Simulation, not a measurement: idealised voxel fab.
You're looking at the process module voxel air gaps.
Cross-section cut: width 240 nm, square cells of 5 nm.
Cross-section layout: square cells on a grid; listed as bands, top to bottom; a band spans one or more cell rows. Heads up on the band format: heights come first, top then bottom, in nm. After that it's the materials left to right, each with its width in nm. A single material flagged "everywhere" fills the whole band edge to edge, and "empty" means there's empty space there. We count height from 0. Below that, the starting wafer is all one material. The lowest band never ends at the bottom but goes on down; see "z 0 and below" for how that is written. With a width like "30->40", each row of cells in the band differs from the next by the same amount, the top row carrying the first number and the bottom row the second. Given "no modifications" for a step, no cell of the cross-section differs between before and after that step. Closed empty spaces (no open way to the top) of 8 cells or more are what "Sealed-off cavities" lists, each as width x height at distance from the left edge, nm for all three. Past the settings on a step's line: simulator remark, on that step. overlay nm: mask right of planned place by this much (step with mask). Neg. = left.

Process steps foreseen in the plan
1,RECEIVE, material Si
2,CONFORMAL_DEP, material SiO2, thk nm 15
3,CONFORMAL_DEP, material SiCN, thk nm 5
4,DIRECTIONAL_DEP, material SiO2, thk nm 40
5,PATTERN, tone open, mask id LINES, material resist, width nm 15, pitch nm 40, thk nm 20, overlay nm 0
6,DIRECTIONAL_ETCH, etch materials SiO2, depth nm 40
7,STRIP, etch materials resist
8,CONFORMAL_DEP, material TiN, thk nm 5
9,FILL_DEP, material Cu, thk nm 5
10,CMP, height nm 60
11,EPI, material Ru, thk nm 10
12,SELECTIVE_ETCH, etch materials SiO2, depth nm 50
13,CONFORMAL_DEP, material SiCN, thk nm 5

Cross-section, incoming material, after step 1
z 0 and below  Si everywhere
Sealed-off cavities: none

Run as planned - first of the two wafers cross-sectioned at the end of the module
z 75 to 70  35 of empty, then 165 of SiCN, then 40 of empty
z 70 to 60  35 of empty, then 5 of SiCN, then 35 of Ru, then 5 of SiCN, then 35 of Ru, then 5 of SiCN, then 35 of Ru, then 5 of SiCN, then 35 of Ru, then 5 of SiCN, then 40 of empty
z 60 to 55  35 of empty, then 15 of SiCN, then 5 of TiN, then 5 of Cu, then 5 of TiN, then 25 of SiCN, then 5 of TiN, then 5 of Cu, then 5 of TiN, then 25 of SiCN, then 5 of TiN, then 5 of Cu, then 5 of TiN, then 25 of SiCN, then 5 of TiN, then 5 of Cu, then 5 of TiN, then 15 of SiCN, then 40 of empty
z 55 to 25  45 of empty, then 5 of SiCN, then 5 of TiN, then 5 of Cu, then 5 of TiN, then 5 of SiCN, then 15 of empty, then 5 of SiCN, then 5 of TiN, then 5 of Cu, then 5 of TiN, then 5 of SiCN, then 15 of empty, then 5 of SiCN, then 5 of TiN, then 5 of Cu, then 5 of TiN, then 5 of SiCN, then 15 of empty, then 5 of SiCN, then 5 of TiN, then 5 of Cu, then 5 of TiN, then 5 of SiCN, then 50 of empty
z 25 to 20  50 of SiCN, then 15 of TiN, then 25 of SiCN, then 15 of TiN, then 25 of SiCN, then 15 of TiN, then 25 of SiCN, then 15 of TiN, then 55 of SiCN
z 20 to 15  SiCN everywhere
z 15 to 0  SiO2 everywhere
z 0 and below  Si everywhere
Sealed-off cavities: 15 x 30 at 70; 15 x 30 at 110; 15 x 30 at 150

Module end: cross-section of wafer two of two. Same start and process plan as the first wafer. One mistake during execution
z 75 to 70  35 of empty, then 170 of SiCN, then 35 of empty
z 70 to 60  35 of empty, then 5 of SiCN, then 160 of Ru, then 5 of SiCN, then 35 of empty
z 60 to 55  35 of empty, then 15 of SiCN, then 5 of TiN, then 10 of Cu, then 5 of TiN, then 20 of SiO2, then 5 of TiN, then 10 of Cu, then 5 of TiN, then 20 of SiO2, then 5 of TiN, then 10 of Cu, then 5 of TiN, then 20 of SiO2, then 5 of TiN, then 10 of Cu, then 5 of TiN, then 15 of SiCN, then 35 of empty
z 55 to 25  45 of empty, then 5 of SiCN, then 5 of TiN, then 10 of Cu, then 5 of TiN, then 20 of SiO2, then 5 of TiN, then 10 of Cu, then 5 of TiN, then 20 of SiO2, then 5 of TiN, then 10 of Cu, then 5 of TiN, then 20 of SiO2, then 5 of TiN, then 10 of Cu, then 5 of TiN, then 5 of SiCN, then 45 of empty
z 25 to 20  50 of SiCN, then 20 of TiN, then 20 of SiO2, then 20 of TiN, then 20 of SiO2, then 20 of TiN, then 20 of SiO2, then 20 of TiN, then 50 of SiCN
z 20 to 15  SiCN everywhere
z 15 to 0  SiO2 everywhere
z 0 and below  Si everywhere
Sealed-off cavities: none
Here's what went sideways: step 5 deviated from plan and actually ran as PATTERN, tone open, mask id LINES, material resist, width nm 20, pitch nm 40, thk nm 20, overlay nm 0
Wafer comparison, final, in cells, second relative to first, materials more or fewer: Cu: 28 more; Ru: 8 more; SiCN: 72 fewer; SiO2: 96 more; TiN: 4 more
So at the end we're looking at 3 closed voids on the first wafer and 0 on the second.
